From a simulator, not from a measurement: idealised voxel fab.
process module | voxel ribs on slabs
cross-section cut | 185 nm wide | cells 5 nm
A cross-section is a grid of square cells, given in bands from the top down. A band is one or more rows of cells.
Each band's line starts with the height of the band's top and of its bottom, in nm. Then come its materials from left to right, each with its width in nm. One material with "throughout" fills the band from edge to edge. "air" is empty space.
Height 0 is the level under which the wafer as received is all one material. The lowest band goes on downwards, as in "0 down".
A width such as "30 to 40" changes by the same amount from each row of cells to the next, from the band's top row to its bottom row.
"no change" after a step means that no cell of the cross-section changed.
closed voids: empty space of 8 cells or more with no open way to the top, each as width x height at its distance from the left edge, in nm
after a step's settings: what the simulator itself notes on the step
overlay nm, on a step with a mask: how far to the right of its planned place the mask lay; to the left if negative
plan
1 op RECEIVE | material Si
2 op DIRECTIONAL_DEP | material SiO2 | thk nm 25
3 op DIRECTIONAL_DEP | material SiN | thk nm 20
4 op MASKED_ETCH | tone cover | mask id RIB | width nm 25 | etch materials SiN | depth nm 10 | overlay nm -15
5 op MASKED_ETCH | tone cover | mask id SLAB | width nm 75 | etch materials SiN | depth nm 10 | overlay nm 0
6 op FILL_DEP | material SiO2 | thk nm 25
7 op CMP | height nm 60
8 op DIRECTIONAL_DEP | material TiN | thk nm 10
9 op MASKED_ETCH | tone cover | mask id HEATER | width nm 35 | etch materials TiN | depth nm 10 | overlay nm 0
10 op CONFORMAL_DEP | material SiO2 | thk nm 5
varied across the wafers: overlay nm of step 4. The plan shows the first wafer's value. All wafers start alike
first wafer as received, after step 1
  0 down: Si throughout
  closed voids: none
first wafer at the end, after step 10
  75 to 70: air 70 | SiO2 45 | air 70
  70 to 65: air 70 | SiO2 5 | TiN 35 | SiO2 5 | air 70
  65 to 60: SiO2 75 | TiN 35 | SiO2 75
  60 to 45: SiO2 throughout
  45 to 35: SiO2 65 | SiN 25 | SiO2 95
  35 to 25: SiO2 55 | SiN 75 | SiO2 55
  25 to 0: SiO2 throughout
  0 down: Si throughout
  closed voids: none
last wafer at the end
  75 to 70: air 70 | SiO2 45 | air 70
  70 to 65: air 70 | SiO2 5 | TiN 35 | SiO2 5 | air 70
  65 to 60: SiO2 75 | TiN 35 | SiO2 75
  60 to 45: SiO2 throughout
  45 to 35: SiO2 95 | SiN 25 | SiO2 65
  35 to 25: SiO2 55 | SiN 75 | SiO2 55
  25 to 0: SiO2 throughout
  0 down: Si throughout
  closed voids: none
each wafer at the end: cells of each material gained (+) or lost (-) since it was received, then its closed voids
overlay nm -15 | +40 SiN | +445 SiO2 | +14 TiN | closed voids: none
overlay nm -10 | +40 SiN | +445 SiO2 | +14 TiN | closed voids: none
overlay nm -5 | +40 SiN | +445 SiO2 | +14 TiN | closed voids: none
overlay nm 0 | +40 SiN | +445 SiO2 | +14 TiN | closed voids: none
overlay nm 5 | +40 SiN | +445 SiO2 | +14 TiN | closed voids: none
overlay nm 10 | +40 SiN | +445 SiO2 | +14 TiN | closed voids: none
overlay nm 15 | +40 SiN | +445 SiO2 | +14 TiN | closed voids: none
